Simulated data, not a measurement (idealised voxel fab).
process module | voxel capacitor over wiring
cross-section cut | 220 nm wide | cells 5 nm
A cross-section is a grid of square cells, given in bands from the top down. A band is one or more rows of cells.
Each band's line starts with the height of the band's top and of its bottom, in nm. Then come its materials from left to right, each with its width in nm. One material with "throughout" fills the band from edge to edge. "air" is empty space.
Height 0 is the level under which the wafer as received is all one material. The lowest band goes on downwards, as in "0 down".
A width such as "30 to 40" changes by the same amount from each row of cells to the next, from the band's top row to its bottom row.
"no change" after a step means that no cell of the cross-section changed.
closed voids: empty space of 8 cells or more with no open way to the top, each as width x height at its distance from the left edge, in nm
after a step's settings: what the simulator itself notes on the step
overlay nm, on a step with a mask: how far to the right of its planned place the mask lay; to the left if negative
Each pair below shows a cross-section before one step and the cross-section after it, down to the lowest band that changed. The line under each pair gives the step between them, with its settings. The pairs can come from different runs of this module on the same starting wafer, so a pair continues from the pair above only where its "before" says so.
before
  0 down: Si throughout
  closed voids: none
after
  15 to 0: SiO2 throughout
  below 0: unchanged
  closed voids: none
the step between: op CONFORMAL_DEP | material SiO2 | thk nm 15
before: the cross-section after the pair above
after
  20 to 15: TiN throughout
  below 15: unchanged
  closed voids: none
the step between: op DIRECTIONAL_DEP | material TiN | thk nm 5
before: the cross-section after the pair above
after
  35 to 20: W throughout
  below 20: unchanged
  closed voids: none
the step between: op DIRECTIONAL_DEP | material W | thk nm 15
before: the cross-section after the pair above
after
  50 to 35: aC throughout
  below 35: unchanged
  closed voids: none
the step between: op DIRECTIONAL_DEP | material aC | thk nm 15
before: the cross-section after the pair above
after
  80 to 50: air 50 | resist 30 | air 60 | resist 30 | air 50
  below 50: unchanged
  closed voids: none
the step between: op PATTERN | tone cover | mask id METAL_1 | material resist | width nm 30 | pitch nm 90 | thk nm 30 | overlay nm 0
before: the cross-section after the pair above
after
  65 to 50: air 50 | resist 30 | air 60 | resist 30 | air 50
  50 to 35: air 50 | aC 30 | air 60 | aC 30 | air 50
  below 35: unchanged
  closed voids: none
the step between: op DIRECTIONAL_ETCH | etch materials aC | depth nm 15
before: the cross-section after the pair above
after
  50 to 35: air 50 | aC 30 | air 60 | aC 30 | air 50
  below 35: unchanged
  closed voids: none
the step between: op STRIP | etch materials resist
before: the cross-section after the pair above
after
  50 to 35: air 50 | aC 30 | air 60 | aC 30 | air 50
  35 to 20: air 50 | W 30 | air 60 | W 30 | air 50
  below 20: unchanged
  closed voids: none
the step between: op DIRECTIONAL_ETCH | etch materials W | depth nm 15
before: the cross-section after the pair above
after
  50 to 35: air 50 | aC 30 | air 60 | aC 30 | air 50
  35 to 20: air 50 | W 30 | air 60 | W 30 | air 50
  20 to 15: air 50 | TiN 30 | air 60 | TiN 30 | air 50
  below 15: unchanged
  closed voids: none
the step between: op DIRECTIONAL_ETCH | etch materials TiN | depth nm 5
before: the cross-section after the pair above
after
  35 to 20: air 50 | W 30 | air 60 | W 30 | air 50
  below 20: unchanged
  closed voids: none
the step between: op STRIP | etch materials aC
before: the cross-section after the pair above
after
  40 to 35: air 45 | SiN 40 | air 50 | SiN 40 | air 45
  35 to 20: air 45 | SiN 5 | W 30 | SiN 5 | air 50 | SiN 5 | W 30 | SiN 5 | air 45
  20 to 15: SiN 50 | TiN 30 | SiN 60 | TiN 30 | SiN 50
  below 15: unchanged
  closed voids: none
the step between: op CONFORMAL_DEP | material SiN | thk nm 5
before: the cross-section after the pair above
after
  45 to 40: SiO2 throughout
  40 to 35: SiO2 45 | SiN 40 | SiO2 50 | SiN 40 | SiO2 45
  35 to 20: SiO2 45 | SiN 5 | W 30 | SiN 5 | SiO2 50 | SiN 5 | W 30 | SiN 5 | SiO2 45
  below 20: unchanged
  closed voids: none
the step between: op FILL_DEP | material SiO2 | thk nm 5
before: the cross-section after the pair above
after
  35 to 20: SiO2 45 | SiN 5 | W 30 | SiN 5 | SiO2 50 | SiN 5 | W 30 | SiN 5 | SiO2 45
  below 20: unchanged
  closed voids: none
the step between: op CMP | height nm 35
before: the cross-section after the pair above
after
  40 to 35: SiCN throughout
  below 35: unchanged
  closed voids: none
the step between: op CONFORMAL_DEP | material SiCN | thk nm 5
before: the cross-section after the pair above
after
  55 to 40: SiO2 throughout
  below 40: unchanged
  closed voids: none
the step between: op DIRECTIONAL_DEP | material SiO2 | thk nm 15
before: the cross-section after the pair above
after
  70 to 55: resist 65 | air 15 | resist 140
  below 55: unchanged
  closed voids: none
the step between: op PATTERN | tone open | mask id PLUG_1 | material resist | width nm 15 | thk nm 15 | overlay nm 0
before: the cross-section after the pair above
after
  70 to 55: resist 65 | air 15 | resist 140
  55 to 40: SiO2 65 | air 15 | SiO2 140
  below 40: unchanged
  closed voids: none
the step between: op DIRECTIONAL_ETCH | etch materials SiO2 | depth nm 15
before: the cross-section after the pair above
after
  70 to 55: resist 65 | air 15 | resist 140
  55 to 40: SiO2 65 | air 15 | SiO2 140
  40 to 35: SiCN 65 | air 15 | SiCN 140
  below 35: unchanged
  closed voids: none
the step between: op DIRECTIONAL_ETCH | etch materials SiCN | depth nm 5
before: the cross-section after the pair above
after
  55 to 40: SiO2 65 | air 15 | SiO2 140
  below 40: unchanged
  closed voids: none
the step between: op STRIP | etch materials resist
before: the cross-section after the pair above
after
  60 to 55: TiN 70 | air 5 | TiN 145
  55 to 40: SiO2 65 | TiN 5 | air 5 | TiN 5 | SiO2 140
  40 to 35: SiCN 65 | TiN 15 | SiCN 140
  below 35: unchanged
  closed voids: none
the step between: op CONFORMAL_DEP | material TiN | thk nm 5
before: the cross-section after the pair above
after
  70 to 60: Cu throughout
  60 to 55: TiN 70 | Cu 5 | TiN 145
  55 to 40: SiO2 65 | TiN 5 | Cu 5 | TiN 5 | SiO2 140
  below 40: unchanged
  closed voids: none
the step between: op FILL_DEP | material Cu | thk nm 10
before: the cross-section after the pair above
after
  55 to 40: SiO2 65 | TiN 5 | Cu 5 | TiN 5 | SiO2 140
  below 40: unchanged
  closed voids: none
the step between: op CMP | height nm 55
before: the cross-section after the pair above
after
  65 to 55: TiN throughout
  below 55: unchanged
  closed voids: none
the step between: op DIRECTIONAL_DEP | material TiN | thk nm 10
before: the cross-section after the pair above
after
  70 to 65: Al2O3 throughout
  below 65: unchanged
  closed voids: none
the step between: op DIRECTIONAL_DEP | material Al2O3 | thk nm 5
before: the cross-section after the pair above
after
  75 to 70: TiN throughout
  below 70: unchanged
  closed voids: none
the step between: op DIRECTIONAL_DEP | material TiN | thk nm 5
before: the cross-section after the pair above
after
  90 to 75: air 65 | resist 65 | air 90
  below 75: unchanged
  closed voids: none
the step between: op PATTERN | tone cover | mask id UPPER_PLATE | material resist | width nm 65 | thk nm 15 | overlay nm 0
before: the cross-section after the pair above
after
  90 to 75: air 65 | resist 65 | air 90
  75 to 70: air 65 | TiN 65 | air 90
  below 70: unchanged
  closed voids: none
the step between: op DIRECTIONAL_ETCH | etch materials TiN | depth nm 5
before: the cross-section after the pair above
after
  90 to 75: air 65 | resist 65 | air 90
  75 to 70: air 65 | TiN 65 | air 90
  70 to 65: air 65 | Al2O3 65 | air 90
  below 65: unchanged
  closed voids: none
the step between: op DIRECTIONAL_ETCH | etch materials Al2O3 | depth nm 5
before: the cross-section after the pair above
after
  75 to 70: air 65 | TiN 65 | air 90
  below 70: unchanged
  closed voids: none
the step between: op STRIP | etch materials resist
before: the cross-section after the pair above
after
  85 to 75: air 65 | aC 65 | air 90
  75 to 70: aC 65 | TiN 65 | aC 90
  70 to 65: aC 65 | Al2O3 65 | aC 90
  below 65: unchanged
  closed voids: none
the step between: op DIRECTIONAL_DEP | material aC | thk nm 10
before: the cross-section after the pair above
after
  110 to 85: air 60 | resist 75 | air 85
  85 to 75: air 60 | resist 5 | aC 65 | resist 5 | air 85
  below 75: unchanged
  closed voids: none
the step between: op PATTERN | tone cover | mask id LOWER_PLATE | material resist | width nm 75 | thk nm 25 | overlay nm 0
before: the cross-section after the pair above
after
  100 to 85: air 60 | resist 75 | air 85
  85 to 75: air 60 | resist 5 | aC 65 | resist 5 | air 85
  75 to 70: air 60 | aC 5 | TiN 65 | aC 5 | air 85
  70 to 65: air 60 | aC 5 | Al2O3 65 | aC 5 | air 85
  below 65: unchanged
  closed voids: none
the step between: op DIRECTIONAL_ETCH | etch materials aC | depth nm 10
before: the cross-section after the pair above
after
  85 to 75: air 65 | aC 65 | air 90
  below 75: unchanged
  closed voids: none
the step between: op STRIP | etch materials resist
before: the cross-section after the pair above
after
  85 to 75: air 65 | aC 65 | air 90
  75 to 70: air 60 | aC 5 | TiN 65 | aC 5 | air 85
  70 to 65: air 60 | aC 5 | Al2O3 65 | aC 5 | air 85
  65 to 55: air 60 | TiN 75 | air 85
  below 55: unchanged
  closed voids: none
the step between: op DIRECTIONAL_ETCH | etch materials TiN | depth nm 10
before: the cross-section after the pair above
after
  75 to 70: air 65 | TiN 65 | air 90
  70 to 65: air 65 | Al2O3 65 | air 90
  below 65: unchanged
  closed voids: none
the step between: op STRIP | etch materials aC
before: the cross-section after the pair above
after
  95 to 75: SiO2 throughout
  75 to 70: SiO2 65 | TiN 65 | SiO2 90
  70 to 65: SiO2 65 | Al2O3 65 | SiO2 90
  65 to 55: SiO2 60 | TiN 75 | SiO2 85
  below 55: unchanged
  closed voids: none
the step between: op FILL_DEP | material SiO2 | thk nm 20
before: the cross-section after the pair above
after
  90 to 75: SiO2 throughout
  below 75: unchanged
  closed voids: none
the step between: op CMP | height nm 90
before: the cross-section after the pair above
after
  90 to 75: SiO2 75 | air 15 | SiO2 130
  below 75: unchanged
  closed voids: none
the step between: op MASKED_ETCH | tone open | mask id PLUG_2 | width nm 15 | etch materials SiO2 | depth nm 15 | overlay nm 0
before: the cross-section after the pair above
after
  95 to 90: TiN 80 | air 5 | TiN 135
  90 to 80: SiO2 75 | TiN 5 | air 5 | TiN 5 | SiO2 130
  80 to 70: SiO2 75 to 65 | TiN 15 to 65 | SiO2 130 to 90
  below 70: unchanged
  closed voids: none
the step between: op CONFORMAL_DEP | material TiN | thk nm 5
before: the cross-section after the pair above
after
  100 to 95: W throughout
  95 to 90: TiN 80 | W 5 | TiN 135
  90 to 80: SiO2 75 | TiN 5 | W 5 | TiN 5 | SiO2 130
  below 80: unchanged
  closed voids: none
the step between: op FILL_DEP | material W | thk nm 5
before: the cross-section after the pair above
after
  90 to 80: SiO2 75 | TiN 5 | W 5 | TiN 5 | SiO2 130
  below 80: unchanged
  closed voids: none
the step between: op CMP | height nm 90
before: the cross-section after the pair above
after
  95 to 90: SiCN throughout
  below 90: unchanged
  closed voids: none
the step between: op CONFORMAL_DEP | material SiCN | thk nm 5
before
  65 to 55: TiN throughout
  55 to 40: SiO2 65 | TiN 5 | Cu 5 | TiN 5 | SiO2 140
  40 to 35: SiCN 65 | TiN 15 | SiCN 140
  35 to 20: SiO2 45 | SiN 5 | W 30 | SiN 5 | SiO2 50 | SiN 5 | W 30 | SiN 5 | SiO2 45
  20 to 15: SiN 50 | TiN 30 | SiN 60 | TiN 30 | SiN 50
  15 to 0: SiO2 throughout
  0 down: Si throughout
  closed voids: none
after
  70 to 55: TiN throughout
  below 55: unchanged
  closed voids: none
the step between: op DIRECTIONAL_DEP | material TiN | thk nm 5
before: the cross-section after the pair above
after
  85 to 70: air 65 | resist 65 | air 90
  below 70: unchanged
  closed voids: none
the step between: op PATTERN | tone cover | mask id UPPER_PLATE | material resist | width nm 65 | thk nm 15 | overlay nm 0
before: the cross-section after the pair above
after
  85 to 70: air 65 | resist 65 | air 90
  70 to 65: air 65 | TiN 65 | air 90
  below 65: unchanged
  closed voids: none
the step between: op DIRECTIONAL_ETCH | etch materials TiN | depth nm 5
before: the cross-section after the pair above
after
  70 to 65: air 65 | TiN 65 | air 90
  below 65: unchanged
  closed voids: none
the step between: op STRIP | etch materials resist
before: the cross-section after the pair above
after
  80 to 75: air 65 | aC 65 | air 90
  75 to 70: aC throughout
  70 to 65: aC 65 | TiN 65 | aC 90
  below 65: unchanged
  closed voids: none
the step between: op DIRECTIONAL_DEP | material aC | thk nm 10
before: the cross-section after the pair above
after
  105 to 80: air 60 | resist 75 | air 85
  80 to 75: air 60 | resist 5 | aC 65 | resist 5 | air 85
  below 75: unchanged
  closed voids: none
the step between: op PATTERN | tone cover | mask id LOWER_PLATE | material resist | width nm 75 | thk nm 25 | overlay nm 0
before: the cross-section after the pair above
after
  95 to 80: air 60 | resist 75 | air 85
  80 to 75: air 60 | resist 5 | aC 65 | resist 5 | air 85
  75 to 70: air 60 | aC 75 | air 85
  70 to 65: air 60 | aC 5 | TiN 65 | aC 5 | air 85
  below 65: unchanged
  closed voids: none
the step between: op DIRECTIONAL_ETCH | etch materials aC | depth nm 10
before: the cross-section after the pair above
after
  80 to 70: air 65 to 60 | aC 65 to 75 | air 90 to 85
  below 70: unchanged
  closed voids: none
the step between: op STRIP | etch materials resist
before: the cross-section after the pair above
after
  80 to 70: air 65 to 60 | aC 65 to 75 | air 90 to 85
  70 to 65: air 60 | aC 5 | TiN 65 | aC 5 | air 85
  65 to 55: air 60 | TiN 75 | air 85
  below 55: unchanged
  closed voids: none
the step between: op DIRECTIONAL_ETCH | etch materials TiN | depth nm 10
before: the cross-section after the pair above
after
  70 to 65: air 65 | TiN 65 | air 90
  below 65: unchanged
  closed voids: none
the step between: op STRIP | etch materials aC
before: the cross-section after the pair above
after
  90 to 70: SiO2 throughout
  70 to 65: SiO2 65 | TiN 65 | SiO2 90
  65 to 55: SiO2 60 | TiN 75 | SiO2 85
  below 55: unchanged
  closed voids: none
the step between: op FILL_DEP | material SiO2 | thk nm 20
before: the cross-section after the pair above
after
  90 to 75: SiO2 75 | air 15 | SiO2 130
  below 75: unchanged
  closed voids: none
the step between: op MASKED_ETCH | tone open | mask id PLUG_2 | width nm 15 | etch materials SiO2 | depth nm 15 | overlay nm 0
before: the cross-section after the pair above
after
  95 to 90: TiN 80 | air 5 | TiN 135
  90 to 80: SiO2 75 | TiN 5 | air 5 | TiN 5 | SiO2 130
  80 to 75: SiO2 75 | TiN 15 | SiO2 130
  below 75: unchanged
  closed voids: none
the step between: op CONFORMAL_DEP | material TiN | thk nm 5
before: the cross-section after the pair above
after
  100 to 95: W throughout
  95 to 90: TiN 80 | W 5 | TiN 135
  90 to 80: SiO2 75 | TiN 5 | W 5 | TiN 5 | SiO2 130
  below 80: unchanged
  closed voids: none
the step between: op FILL_DEP | material W | thk nm 5
before: the cross-section after the pair above
after
  90 to 80: SiO2 75 | TiN 5 | W 5 | TiN 5 | SiO2 130
  below 80: unchanged
  closed voids: none
the step between: op CMP | height nm 90
before: the cross-section after the pair above
after
  95 to 90: SiCN throughout
  below 90: unchanged
  closed voids: none
the step between: op CONFORMAL_DEP | material SiCN | thk nm 5
before
  15 to 0: SiO2 throughout
  0 down: Si throughout
  closed voids: none
after
  30 to 0: SiO2 throughout
  below 0: unchanged
  closed voids: none
the step between: op CONFORMAL_DEP | material SiO2 | thk nm 15
before: the cross-section after the pair above
after
  35 to 30: TiN throughout
  below 30: unchanged
  closed voids: none
the step between: op DIRECTIONAL_DEP | material TiN | thk nm 5
before: the cross-section after the pair above
after
  50 to 35: W throughout
  below 35: unchanged
  closed voids: none
the step between: op DIRECTIONAL_DEP | material W | thk nm 15
before: the cross-section after the pair above
after
  65 to 50: aC throughout
  below 50: unchanged
  closed voids: none
the step between: op DIRECTIONAL_DEP | material aC | thk nm 15
before: the cross-section after the pair above
after
  95 to 65: air 50 | resist 30 | air 60 | resist 30 | air 50
  below 65: unchanged
  closed voids: none
the step between: op PATTERN | tone cover | mask id METAL_1 | material resist | width nm 30 | pitch nm 90 | thk nm 30 | overlay nm 0
before: the cross-section after the pair above
after
  80 to 65: air 50 | resist 30 | air 60 | resist 30 | air 50
  65 to 50: air 50 | aC 30 | air 60 | aC 30 | air 50
  below 50: unchanged
  closed voids: none
the step between: op DIRECTIONAL_ETCH | etch materials aC | depth nm 15
before: the cross-section after the pair above
after
  65 to 50: air 50 | aC 30 | air 60 | aC 30 | air 50
  below 50: unchanged
  closed voids: none
the step between: op STRIP | etch materials resist
before: the cross-section after the pair above
after
  65 to 50: air 50 | aC 30 | air 60 | aC 30 | air 50
  50 to 35: air 50 | W 30 | air 60 | W 30 | air 50
  below 35: unchanged
  closed voids: none
the step between: op DIRECTIONAL_ETCH | etch materials W | depth nm 15
before: the cross-section after the pair above
after
  65 to 50: air 50 | aC 30 | air 60 | aC 30 | air 50
  50 to 35: air 50 | W 30 | air 60 | W 30 | air 50
  35 to 30: air 50 | TiN 30 | air 60 | TiN 30 | air 50
  below 30: unchanged
  closed voids: none
the step between: op DIRECTIONAL_ETCH | etch materials TiN | depth nm 5
before: the cross-section after the pair above
after
  50 to 35: air 50 | W 30 | air 60 | W 30 | air 50
  below 35: unchanged
  closed voids: none
the step between: op STRIP | etch materials aC
before: the cross-section after the pair above
after
  55 to 50: air 45 | SiN 40 | air 50 | SiN 40 | air 45
  50 to 35: air 45 | SiN 5 | W 30 | SiN 5 | air 50 | SiN 5 | W 30 | SiN 5 | air 45
  35 to 30: SiN 50 | TiN 30 | SiN 60 | TiN 30 | SiN 50
  below 30: unchanged
  closed voids: none
the step between: op CONFORMAL_DEP | material SiN | thk nm 5
before: the cross-section after the pair above
after
  60 to 55: SiO2 throughout
  55 to 50: SiO2 45 | SiN 40 | SiO2 50 | SiN 40 | SiO2 45
  50 to 35: SiO2 45 | SiN 5 | W 30 | SiN 5 | SiO2 50 | SiN 5 | W 30 | SiN 5 | SiO2 45
  below 35: unchanged
  closed voids: none
the step between: op FILL_DEP | material SiO2 | thk nm 5
before: the cross-section after the pair above
after
  35 to 30: SiN 50 | TiN 30 | SiN 60 | TiN 30 | SiN 50
  below 30: unchanged
  closed voids: none
the step between: op CMP | height nm 35
before: the cross-section after the pair above
after
  40 to 35: SiCN throughout
  below 35: unchanged
  closed voids: none
the step between: op CONFORMAL_DEP | material SiCN | thk nm 5
before: the cross-section after the pair above
after
  55 to 40: SiO2 throughout
  below 40: unchanged
  closed voids: none
the step between: op DIRECTIONAL_DEP | material SiO2 | thk nm 15
before: the cross-section after the pair above
after
  70 to 55: resist 65 | air 15 | resist 140
  below 55: unchanged
  closed voids: none
the step between: op PATTERN | tone open | mask id PLUG_1 | material resist | width nm 15 | thk nm 15 | overlay nm 0
before: the cross-section after the pair above
after
  70 to 55: resist 65 | air 15 | resist 140
  55 to 40: SiO2 65 | air 15 | SiO2 140
  below 40: unchanged
  closed voids: none
the step between: op DIRECTIONAL_ETCH | etch materials SiO2 | depth nm 15
before: the cross-section after the pair above
after
  70 to 55: resist 65 | air 15 | resist 140
  55 to 40: SiO2 65 | air 15 | SiO2 140
  40 to 35: SiCN 65 | air 15 | SiCN 140
  below 35: unchanged
  closed voids: none
the step between: op DIRECTIONAL_ETCH | etch materials SiCN | depth nm 5
before: the cross-section after the pair above
after
  55 to 40: SiO2 65 | air 15 | SiO2 140
  below 40: unchanged
  closed voids: none
the step between: op STRIP | etch materials resist
before: the cross-section after the pair above
after
  60 to 55: TiN 70 | air 5 | TiN 145
  55 to 40: SiO2 65 | TiN 5 | air 5 | TiN 5 | SiO2 140
  40 to 35: SiCN 65 | TiN 15 | SiCN 140
  below 35: unchanged
  closed voids: none
the step between: op CONFORMAL_DEP | material TiN | thk nm 5
before: the cross-section after the pair above
after
  70 to 60: Cu throughout
  60 to 55: TiN 70 | Cu 5 | TiN 145
  55 to 40: SiO2 65 | TiN 5 | Cu 5 | TiN 5 | SiO2 140
  below 40: unchanged
  closed voids: none
the step between: op FILL_DEP | material Cu | thk nm 10
before: the cross-section after the pair above
after
  55 to 40: SiO2 65 | TiN 5 | Cu 5 | TiN 5 | SiO2 140
  below 40: unchanged
  closed voids: none
the step between: op CMP | height nm 55
before: the cross-section after the pair above
after
  65 to 55: TiN throughout
  below 55: unchanged
  closed voids: none
the step between: op DIRECTIONAL_DEP | material TiN | thk nm 10
before: the cross-section after the pair above
after
  70 to 65: Al2O3 throughout
  below 65: unchanged
  closed voids: none
the step between: op DIRECTIONAL_DEP | material Al2O3 | thk nm 5
before: the cross-section after the pair above
after
  75 to 70: TiN throughout
  below 70: unchanged
  closed voids: none
the step between: op DIRECTIONAL_DEP | material TiN | thk nm 5
before: the cross-section after the pair above
after
  90 to 75: air 65 | resist 65 | air 90
  below 75: unchanged
  closed voids: none
the step between: op PATTERN | tone cover | mask id UPPER_PLATE | material resist | width nm 65 | thk nm 15 | overlay nm 0
before: the cross-section after the pair above
after
  90 to 75: air 65 | resist 65 | air 90
  75 to 70: air 65 | TiN 65 | air 90
  below 70: unchanged
  closed voids: none
the step between: op DIRECTIONAL_ETCH | etch materials TiN | depth nm 5
before: the cross-section after the pair above
after
  90 to 75: air 65 | resist 65 | air 90
  75 to 70: air 65 | TiN 65 | air 90
  70 to 65: air 65 | Al2O3 65 | air 90
  below 65: unchanged
  closed voids: none
the step between: op DIRECTIONAL_ETCH | etch materials Al2O3 | depth nm 5
before: the cross-section after the pair above
after
  75 to 70: air 65 | TiN 65 | air 90
  below 70: unchanged
  closed voids: none
the step between: op STRIP | etch materials resist
before: the cross-section after the pair above
after
  85 to 75: air 65 | aC 65 | air 90
  75 to 70: aC 65 | TiN 65 | aC 90
  70 to 65: aC 65 | Al2O3 65 | aC 90
  below 65: unchanged
  closed voids: none
the step between: op DIRECTIONAL_DEP | material aC | thk nm 10
before: the cross-section after the pair above
after
  110 to 85: air 60 | resist 75 | air 85
  85 to 75: air 60 | resist 5 | aC 65 | resist 5 | air 85
  below 75: unchanged
  closed voids: none
the step between: op PATTERN | tone cover | mask id LOWER_PLATE | material resist | width nm 75 | thk nm 25 | overlay nm 0
before: the cross-section after the pair above
after
  100 to 85: air 60 | resist 75 | air 85
  85 to 75: air 60 | resist 5 | aC 65 | resist 5 | air 85
  75 to 70: air 60 | aC 5 | TiN 65 | aC 5 | air 85
  70 to 65: air 60 | aC 5 | Al2O3 65 | aC 5 | air 85
  below 65: unchanged
  closed voids: none
the step between: op DIRECTIONAL_ETCH | etch materials aC | depth nm 10
before: the cross-section after the pair above
after
  85 to 75: air 65 | aC 65 | air 90
  below 75: unchanged
  closed voids: none
the step between: op STRIP | etch materials resist
before: the cross-section after the pair above
after
  85 to 75: air 65 | aC 65 | air 90
  75 to 70: air 60 | aC 5 | TiN 65 | aC 5 | air 85
  70 to 65: air 60 | aC 5 | Al2O3 65 | aC 5 | air 85
  65 to 55: air 60 | TiN 75 | air 85
  below 55: unchanged
  closed voids: none
the step between: op DIRECTIONAL_ETCH | etch materials TiN | depth nm 10
before: the cross-section after the pair above
after
  75 to 70: air 65 | TiN 65 | air 90
  70 to 65: air 65 | Al2O3 65 | air 90
  below 65: unchanged
  closed voids: none
the step between: op STRIP | etch materials aC
before: the cross-section after the pair above
after
  95 to 75: SiO2 throughout
  75 to 70: SiO2 65 | TiN 65 | SiO2 90
  70 to 65: SiO2 65 | Al2O3 65 | SiO2 90
  65 to 55: SiO2 60 | TiN 75 | SiO2 85
  below 55: unchanged
  closed voids: none
the step between: op FILL_DEP | material SiO2 | thk nm 20
before: the cross-section after the pair above
after
  90 to 75: SiO2 throughout
  below 75: unchanged
  closed voids: none
the step between: op CMP | height nm 90
before: the cross-section after the pair above
after
  90 to 75: SiO2 75 | air 15 | SiO2 130
  below 75: unchanged
  closed voids: none
the step between: op MASKED_ETCH | tone open | mask id PLUG_2 | width nm 15 | etch materials SiO2 | depth nm 15 | overlay nm 0
before: the cross-section after the pair above
after
  95 to 90: TiN 80 | air 5 | TiN 135
  90 to 80: SiO2 75 | TiN 5 | air 5 | TiN 5 | SiO2 130
  80 to 70: SiO2 75 to 65 | TiN 15 to 65 | SiO2 130 to 90
  below 70: unchanged
  closed voids: none
the step between: op CONFORMAL_DEP | material TiN | thk nm 5
before: the cross-section after the pair above
after
  100 to 95: W throughout
  95 to 90: TiN 80 | W 5 | TiN 135
  90 to 80: SiO2 75 | TiN 5 | W 5 | TiN 5 | SiO2 130
  below 80: unchanged
  closed voids: none
the step between: op FILL_DEP | material W | thk nm 5
before: the cross-section after the pair above
after
  90 to 80: SiO2 75 | TiN 5 | W 5 | TiN 5 | SiO2 130
  below 80: unchanged
  closed voids: none
the step between: op CMP | height nm 90
before: the cross-section after the pair above
after
  95 to 90: SiCN throughout
  below 90: unchanged
  closed voids: none
the step between: op CONFORMAL_DEP | material SiCN | thk nm 5
before
  35 to 20: SiO2 45 | SiN 5 | W 30 | SiN 5 | SiO2 50 | SiN 5 | W 30 | SiN 5 | SiO2 45
  20 to 15: SiN 50 | TiN 30 | SiN 60 | TiN 30 | SiN 50
  15 to 0: SiO2 throughout
  0 down: Si throughout
  closed voids: none
after
  50 to 35: SiO2 throughout
  below 35: unchanged
  closed voids: none
the step between: op DIRECTIONAL_DEP | material SiO2 | thk nm 15
before: the cross-section after the pair above
after
  55 to 50: SiCN throughout
  below 50: unchanged
  closed voids: none
the step between: op CONFORMAL_DEP | material SiCN | thk nm 5
before: the cross-section after the pair above
after
  70 to 55: resist 65 | air 15 | resist 140
  below 55: unchanged
  closed voids: none
the step between: op PATTERN | tone open | mask id PLUG_1 | material resist | width nm 15 | thk nm 15 | overlay nm 0
before: the cross-section after the pair above
after
  70 to 55: resist 65 | air 15 | resist 140
  55 to 50: SiCN 65 | air 15 | SiCN 140
  below 50: unchanged
  closed voids: none
the step between: op DIRECTIONAL_ETCH | etch materials SiCN | depth nm 5
before: the cross-section after the pair above
after
  55 to 50: SiCN 65 | air 15 | SiCN 140
  below 50: unchanged
  closed voids: none
the step between: op STRIP | etch materials resist
before: the cross-section after the pair above
after
  60 to 55: TiN 70 | air 5 | TiN 145
  55 to 50: SiCN 65 | TiN 15 | SiCN 140
  below 50: unchanged
  closed voids: none
the step between: op CONFORMAL_DEP | material TiN | thk nm 5
before: the cross-section after the pair above
after
  70 to 60: Cu throughout
  60 to 55: TiN 70 | Cu 5 | TiN 145
  below 55: unchanged
  closed voids: none
the step between: op FILL_DEP | material Cu | thk nm 10
before: the cross-section after the pair above
after
  55 to 50: SiCN 65 | TiN 15 | SiCN 140
  below 50: unchanged
  closed voids: none
the step between: op CMP | height nm 55
before: the cross-section after the pair above
after
  65 to 55: TiN throughout
  below 55: unchanged
  closed voids: none
the step between: op DIRECTIONAL_DEP | material TiN | thk nm 10
before: the cross-section after the pair above
after
  70 to 65: Al2O3 throughout
  below 65: unchanged
  closed voids: none
the step between: op DIRECTIONAL_DEP | material Al2O3 | thk nm 5
before: the cross-section after the pair above
after
  75 to 70: TiN throughout
  below 70: unchanged
  closed voids: none
the step between: op DIRECTIONAL_DEP | material TiN | thk nm 5
before: the cross-section after the pair above
after
  90 to 75: air 65 | resist 65 | air 90
  below 75: unchanged
  closed voids: none
the step between: op PATTERN | tone cover | mask id UPPER_PLATE | material resist | width nm 65 | thk nm 15 | overlay nm 0
before: the cross-section after the pair above
after
  90 to 75: air 65 | resist 65 | air 90
  75 to 70: air 65 | TiN 65 | air 90
  below 70: unchanged
  closed voids: none
the step between: op DIRECTIONAL_ETCH | etch materials TiN | depth nm 5
before: the cross-section after the pair above
after
  90 to 75: air 65 | resist 65 | air 90
  75 to 70: air 65 | TiN 65 | air 90
  70 to 65: air 65 | Al2O3 65 | air 90
  below 65: unchanged
  closed voids: none
the step between: op DIRECTIONAL_ETCH | etch materials Al2O3 | depth nm 5
before: the cross-section after the pair above
after
  75 to 70: air 65 | TiN 65 | air 90
  below 70: unchanged
  closed voids: none
the step between: op STRIP | etch materials resist
before: the cross-section after the pair above
after
  85 to 75: air 65 | aC 65 | air 90
  75 to 70: aC 65 | TiN 65 | aC 90
  70 to 65: aC 65 | Al2O3 65 | aC 90
  below 65: unchanged
  closed voids: none
the step between: op DIRECTIONAL_DEP | material aC | thk nm 10
before: the cross-section after the pair above
after
  110 to 85: air 60 | resist 75 | air 85
  85 to 75: air 60 | resist 5 | aC 65 | resist 5 | air 85
  below 75: unchanged
  closed voids: none
the step between: op PATTERN | tone cover | mask id LOWER_PLATE | material resist | width nm 75 | thk nm 25 | overlay nm 0
before: the cross-section after the pair above
after
  100 to 85: air 60 | resist 75 | air 85
  85 to 75: air 60 | resist 5 | aC 65 | resist 5 | air 85
  75 to 70: air 60 | aC 5 | TiN 65 | aC 5 | air 85
  70 to 65: air 60 | aC 5 | Al2O3 65 | aC 5 | air 85
  below 65: unchanged
  closed voids: none
the step between: op DIRECTIONAL_ETCH | etch materials aC | depth nm 10
before: the cross-section after the pair above
after
  85 to 75: air 65 | aC 65 | air 90
  below 75: unchanged
  closed voids: none
the step between: op STRIP | etch materials resist
before: the cross-section after the pair above
after
  85 to 75: air 65 | aC 65 | air 90
  75 to 70: air 60 | aC 5 | TiN 65 | aC 5 | air 85
  70 to 65: air 60 | aC 5 | Al2O3 65 | aC 5 | air 85
  65 to 55: air 60 | TiN 75 | air 85
  below 55: unchanged
  closed voids: none
the step between: op DIRECTIONAL_ETCH | etch materials TiN | depth nm 10
before: the cross-section after the pair above
after
  75 to 70: air 65 | TiN 65 | air 90
  70 to 65: air 65 | Al2O3 65 | air 90
  below 65: unchanged
  closed voids: none
the step between: op STRIP | etch materials aC
before: the cross-section after the pair above
after
  95 to 75: SiO2 throughout
  75 to 70: SiO2 65 | TiN 65 | SiO2 90
  70 to 65: SiO2 65 | Al2O3 65 | SiO2 90
  65 to 55: SiO2 60 | TiN 75 | SiO2 85
  below 55: unchanged
  closed voids: none
the step between: op FILL_DEP | material SiO2 | thk nm 20
before: the cross-section after the pair above
after
  90 to 75: SiO2 throughout
  below 75: unchanged
  closed voids: none
the step between: op CMP | height nm 90
before: the cross-section after the pair above
after
  90 to 75: SiO2 75 | air 15 | SiO2 130
  below 75: unchanged
  closed voids: none
the step between: op MASKED_ETCH | tone open | mask id PLUG_2 | width nm 15 | etch materials SiO2 | depth nm 15 | overlay nm 0
before: the cross-section after the pair above
after
  95 to 90: TiN 80 | air 5 | TiN 135
  90 to 80: SiO2 75 | TiN 5 | air 5 | TiN 5 | SiO2 130
  80 to 70: SiO2 75 to 65 | TiN 15 to 65 | SiO2 130 to 90
  below 70: unchanged
  closed voids: none
the step between: op CONFORMAL_DEP | material TiN | thk nm 5
